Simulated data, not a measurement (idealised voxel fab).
Process module, titled voxel capacitor over wiring
The cross-section shown here is cut; it is 295 nm wide and divided into square cells measuring 5 nm on a side.
Reading order for cross-sections: top band down to bottom band. Underlying form: a grid of square cells. Band size: one or more rows of cells.
Each band's line starts with the height of the band's top and of its bottom, in nm. Then come its materials from left to right, each with its width in nm. One material with "full width" fills the band from edge to edge. "empty" is empty space.
Height 0 is the level under which the wafer as received is all one material. The lowest band goes on downwards, as in "0..down".
A width given as "30->40" starts at the first number in the band's top row and ends at the second number in its bottom row, shifting by an equal amount at every step from row to row.
Step note "all unchanged" = no cross-section cell changed.
"Unvented cavities" enumerates empty spaces isolated from the top, with no open way to it, that contain at least 8 cells, giving each as width x height at distance from the left edge, all three in nm.
Whatever follows a step's settings on its line is a remark the simulator itself makes about that step.
Each step line may optionally specify "overlay nm", which for a step with a mask gives the rightward distance between the mask's planned place and where it lay, a negative value indicating the leftward direction.
**The process steps that were planned are listed below**
1,RECEIVE, material Si
2,CONFORMAL_DEP, material SiO2, thk nm 15
3,CONFORMAL_DEP, material SiCN, thk nm 5
4,DIRECTIONAL_DEP, material SiO2, thk nm 20
5,MASKED_ETCH, tone open, mask id METAL_1, width nm 20, pitch nm 85, etch materials SiO2, depth nm 20, overlay nm 0
6,MASKED_ETCH, tone open, mask id METAL_1, width nm 20, pitch nm 85, etch materials SiCN, depth nm 5, overlay nm 0
7,CONFORMAL_DEP, material TiN, thk nm 5
8,FILL_DEP, material Cu, thk nm 10
9,CMP, height nm 40
10,CONFORMAL_DEP, material SiCN, thk nm 5
11,DIRECTIONAL_DEP, material SiO2, thk nm 10
12,DIRECTIONAL_DEP, material aC, thk nm 15
13,PATTERN, tone open, mask id PLUG_1, material resist, width nm 15, thk nm 35, overlay nm 0
14,DIRECTIONAL_ETCH, etch materials aC, depth nm 15
15,STRIP, etch materials resist
16,DIRECTIONAL_ETCH, etch materials SiO2, depth nm 10
17,DIRECTIONAL_ETCH, etch materials SiCN, depth nm 5
18,STRIP, etch materials aC
19,EPI, material Ru, thk nm 10
20,EPI, material Ru, thk nm 5
21,DIRECTIONAL_DEP, material TiN, thk nm 10
22,DIRECTIONAL_DEP, material SiN, thk nm 5
23,DIRECTIONAL_DEP, material TiN, thk nm 5
24,DIRECTIONAL_DEP, material aC, thk nm 15
25,PATTERN, tone cover, mask id UPPER_PLATE, material resist, width nm 70, thk nm 30, overlay nm 0
26,DIRECTIONAL_ETCH, etch materials aC, depth nm 15
27,STRIP, etch materials resist
28,DIRECTIONAL_ETCH, etch materials TiN, depth nm 5
29,DIRECTIONAL_ETCH, etch materials SiN, depth nm 5
30,STRIP, etch materials aC
31,DIRECTIONAL_DEP, material aC, thk nm 15
32,PATTERN, tone cover, mask id LOWER_PLATE, material resist, width nm 80, thk nm 30, overlay nm 0
33,DIRECTIONAL_ETCH, etch materials aC, depth nm 15
34,STRIP, etch materials resist
35,DIRECTIONAL_ETCH, etch materials TiN, depth nm 10
36,STRIP, etch materials aC
37,FILL_DEP, material SiO2, thk nm 15
38,CMP, height nm 85
39,DIRECTIONAL_DEP, material aC, thk nm 10
40,PATTERN, tone open, mask id PLUG_2, material resist, width nm 15, thk nm 25, overlay nm 0
41,DIRECTIONAL_ETCH, etch materials aC, depth nm 10
42,STRIP, etch materials resist
43,DIRECTIONAL_ETCH, etch materials SiO2, depth nm 10
44,STRIP, etch materials aC
45,CONFORMAL_DEP, material TiN, thk nm 5
46,FILL_DEP, material Cu, thk nm 5
47,CMP, height nm 85
48,CONFORMAL_DEP, material SiN, thk nm 5
**Cross-sectional view of the wafer in its as-received condition, corresponding to the state after step 1**
	0..down  Si full width
	Unvented cavities: none
**Looking at the first of two wafers in cross-section at end of module - ran to plan**
	90..85  SiN full width
	85..80  SiO2 (110)  TiN (5)  Cu (5)  TiN (5)  SiO2 (170)
	80..70  SiO2 (110->100)  TiN (15->70)  SiO2 (170->125)
	70..65  SiO2 (100)  SiN (70)  SiO2 (125)
	65..55  SiO2 (95)  TiN (80)  SiO2 (120)
	55..45  SiO2 (100)  Ru (15)  SiO2 (180)
	45..40  SiCN (100)  Ru (15)  SiCN (180)
	40..20  SiO2 (95)  TiN (5)  Cu (10)  TiN (5)  SiO2 (65)  TiN (5)  Cu (10)  TiN (5)  SiO2 (95)
	20..15  SiCN (95)  TiN (20)  SiCN (65)  TiN (20)  SiCN (95)
	15..0  SiO2 full width
	0..down  Si full width
	Unvented cavities: none
**Cross-sectional view: second of two wafers, end of module; start and plan identical to the first, one mistake in running**
	90..85  SiN full width
	85..80  SiO2 (110)  TiN (5)  Cu (5)  TiN (5)  SiO2 (170)
	80..70  SiO2 (110->100)  TiN (15->70)  SiO2 (170->125)
	70..65  SiO2 (100)  SiN (70)  SiO2 (125)
	65..55  SiO2 (95)  TiN (80)  SiO2 (120)
	55..45  SiO2 (100)  Ru (15)  SiO2 (180)
	45..40  SiCN (100)  Ru (15)  SiCN (180)
	40..25  SiO2 (95)  TiN (5)  Cu (15)  TiN (5)  SiO2 (60)  TiN (5)  Cu (15)  TiN (5)  SiO2 (90)
	25..20  SiO2 (95)  TiN (5)  Cu (10)  TiN (10)  SiO2 (60)  TiN (5)  Cu (10)  TiN (10)  SiO2 (90)
	20..15  SiCN (95)  TiN (20)  SiCN (65)  TiN (20)  SiCN (95)
	15..0  SiO2 full width
	0..down  Si full width
	Unvented cavities: none
what went wrong: it should be noted that step 5 was executed with settings other than those planned, the operation and settings actually applied being MASKED_ETCH, tone open, mask id METAL_1, width nm 25, pitch nm 85, etch materials SiO2, depth nm 20, overlay nm 0
Looking at both finished wafers in cells, the second ends up ahead of or behind the first on some materials: Cu +6, SiO2 -8, TiN +2
